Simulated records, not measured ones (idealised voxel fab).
Process module heading - voxel released beams
We display cut, a cross-section 280 nm in width whose square cells are each 5 nm.
Cross-sections here: square-cell grids, written as top-down lists of bands, a band being one or more rows of cells.
First you get the band's top height and its bottom height, in nm, and then the materials it's made of, left to right, with each width in nm. If you see a single material with "edge to edge", that one covers the band edge to edge. "blank" is empty space.
For the purposes of this specification, 0 denotes the height below which the wafer in its as-received condition is composed wholly of one material, and the lowermost band, lacking a lower limit, extends downward without end, as expressed in "z 0 and below".
Width spec "30->40" -> top row of cells at first value, bottom row at second value, equal per-row change in between.
A step reported as "remains unaltered" is a step in which no cell of the cross-section changed.
Closed-off voids of 8+ cells (no open route to the top) go in "Cavities, closed", written width x height at distance from the left edge, in nm.
What comes after the settings on a step's line is commentary from the simulator itself on that step.
Among the settings permitted on a step's line is "overlay nm"; applied to a step with a mask, it specifies the extent to which the mask lay to the right of its planned position, whereas a negative figure signifies a position to the left.

PLANNED STEP LIST FOR THE PROCESS
1) RECEIVE with material Si
2) CONFORMAL_DEP with material SiN, thk nm 10
3) DIRECTIONAL_DEP with material SiO2, thk nm 15
4) DIRECTIONAL_DEP with material aC, thk nm 10
5) PATTERN with tone open, mask id ANCHOR, material resist, width nm 35, thk nm 30, overlay nm 0
6) DIRECTIONAL_ETCH with etch materials aC, depth nm 10
7) STRIP with etch materials resist
8) DIRECTIONAL_ETCH with etch materials SiO2, depth nm 15
9) STRIP with etch materials aC
10) CONFORMAL_DEP with material W, thk nm 10
11) MASKED_ETCH with tone cover, mask id BEAM, width nm 120, etch materials W, depth nm 10, overlay nm 0
12) STRIP with etch materials SiO2

FIRST WAFER OF TWO (RUN AS PLANNED)

CROSS-SECTION OF THE WAFER AT RECEIPT, WHICH IS THE CONDITION AFTER STEP 1
* z 0 and below: Si edge to edge
* Cavities, closed: none

CROSS-SECTION OF THE WAFER SUBSEQUENT TO STEP 2
* z 10 to 0: SiN edge to edge
* Whatever lies below 0 is exactly as it was before.

CROSS-SECTION OF THE WAFER SUBSEQUENT TO STEP 3
* z 25 to 10: SiO2 edge to edge
* Whatever lies below 10 is exactly as it was before.

CROSS-SECTION OF THE WAFER SUBSEQUENT TO STEP 4
* z 35 to 25: aC edge to edge
* Whatever lies below 25 is exactly as it was before.

CROSS-SECTION OF THE WAFER SUBSEQUENT TO STEP 5
* z 65 to 35: 80 of resist  35 of blank  165 of resist
* Whatever lies below 35 is exactly as it was before.

CROSS-SECTION OF THE WAFER SUBSEQUENT TO STEP 6
* z 55 to 35: 80 of resist  35 of blank  165 of resist
* z 35 to 25: 80 of aC  35 of blank  165 of aC
* Whatever lies below 25 is exactly as it was before.

CROSS-SECTION OF THE WAFER SUBSEQUENT TO STEP 7
* z 35 to 25: 80 of aC  35 of blank  165 of aC
* Whatever lies below 25 is exactly as it was before.

CROSS-SECTION OF THE WAFER SUBSEQUENT TO STEP 8
* z 35 to 25: 80 of aC  35 of blank  165 of aC
* z 25 to 10: 80 of SiO2  35 of blank  165 of SiO2
* Whatever lies below 10 is exactly as it was before.

CROSS-SECTION OF THE WAFER SUBSEQUENT TO STEP 9
* z 25 to 10: 80 of SiO2  35 of blank  165 of SiO2
* Whatever lies below 10 is exactly as it was before.

CROSS-SECTION OF THE WAFER SUBSEQUENT TO STEP 10
* z 35 to 25: 90 of W  15 of blank  175 of W
* z 25 to 20: 80 of SiO2  10 of W  15 of blank  10 of W  165 of SiO2
* z 20 to 10: 80 of SiO2  35 of W  165 of SiO2
* Whatever lies below 10 is exactly as it was before.

CROSS-SECTION OF THE WAFER SUBSEQUENT TO STEP 11
* z 35 to 25: 75 of blank  15 of W  15 of blank  90 of W  85 of blank
* Whatever lies below 25 is exactly as it was before.

CROSS-SECTION OF THE WAFER SUBSEQUENT TO STEP 12
* z 35 to 25: 75 of blank  15 of W  15 of blank  90 of W  85 of blank
* z 25 to 20: 80 of blank  10 of W  15 of blank  10 of W  165 of blank
* z 20 to 10: 80 of blank  35 of W  165 of blank
* Whatever lies below 10 is exactly as it was before.

THE SECOND WAFER: IDENTICAL TO THE FIRST AT THE OUTSET AND IN ITS PLANNED SEQUENCE, DIFFERING ONLY IN THAT ONE MISTAKE WAS MADE DURING PROCESSING; UP TO AND INCLUDING STEP 10, ITS PATH IS THE FIRST WAFER'S PATH

CROSS-SECTION: SECOND WAFER, TIME AT WHICH STEP 11 WAS SCHEDULED TO END
* z 35 to 25: 80 of blank  10 of W  15 of blank  90 of W  85 of blank
* Whatever lies below 25 is exactly as it was before.

CROSS-SECTION: SECOND WAFER, TIME AT WHICH STEP 12 WAS SCHEDULED TO END
* z 35 to 25: 80 of blank  10 of W  15 of blank  90 of W  85 of blank
* z 25 to 20: 80 of blank  10 of W  15 of blank  10 of W  165 of blank
* z 20 to 10: 80 of blank  35 of W  165 of blank
* Whatever lies below 10 is exactly as it was before.
what went wrong: in deviation from the planned setting, step 11 was conducted as MASKED_ETCH with tone cover, mask id BEAM, width nm 115, etch materials W, depth nm 10, overlay nm 0
Count the cells at the end and the second wafer has more or fewer of some materials than the first: W: 2 fewer
